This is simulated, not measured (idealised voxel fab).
process module | voxel lift off
cross-section cut | 285 nm wide | cells 5 nm
A cross-section is a grid of square cells, given in bands from the top down. A band is one or more rows of cells.
Each band's line starts with the height of the band's top and of its bottom, in nm. Then come its materials from left to right, each with its width in nm. One material with "throughout" fills the band from edge to edge. "air" is empty space.
Height 0 is the level under which the wafer as received is all one material. The lowest band goes on downwards, as in "0 down".
A width such as "30 to 40" changes by the same amount from each row of cells to the next, from the band's top row to its bottom row.
"no change" after a step means that no cell of the cross-section changed.
closed voids: empty space of 8 cells or more with no open way to the top, each as width x height at its distance from the left edge, in nm
after a step's settings: what the simulator itself notes on the step
overlay nm, on a step with a mask: how far to the right of its planned place the mask lay; to the left if negative
plan
1 op RECEIVE | material Si
2 op CONFORMAL_DEP | material SiO2 | thk nm 15
3 op PATTERN | tone open | mask id LINES | material resist | width nm 25 | pitch nm 40 | thk nm 20 | overlay nm 0
4 op DIRECTIONAL_DEP | material Ru | thk nm 10
5 op STRIP | etch materials resist
6 op CONFORMAL_DEP | material SiN | thk nm 10
first wafer, as planned
as received, after step 1
  0 down: Si throughout
  closed voids: none
after step 2
  15 to 0: SiO2 throughout
  below 0: unchanged
after step 3
  35 to 15: resist 110 | air 25 | resist 15 | air 25 | resist 110
  below 15: unchanged
after step 4
  45 to 35: Ru 110 | air 25 | Ru 15 | air 25 | Ru 110
  35 to 25: resist 110 | air 25 | resist 15 | air 25 | resist 110
  25 to 15: resist 110 | Ru 25 | resist 15 | Ru 25 | resist 110
  below 15: unchanged
after step 5
  25 to 15: air 110 | Ru 25 | air 15 | Ru 25 | air 110
  below 15: unchanged
after step 6
  35 to 25: air 100 | SiN 85 | air 100
  25 to 15: SiN 110 | Ru 25 | SiN 15 | Ru 25 | SiN 110
  below 15: unchanged
second wafer: like start, like plan, one mistake. Through step 5 it matches the first wafer
when step 6 should have ended
  40 to 30: air 95 | SiN 95 | air 95
  30 to 25: SiN throughout
  25 to 15: SiN 110 | Ru 25 | SiN 15 | Ru 25 | SiN 110
  below 15: unchanged
what went wrong: step 6 ran as: op CONFORMAL_DEP | material SiN | thk nm 15
at the end the second wafer has, in cells: 61 more of SiN
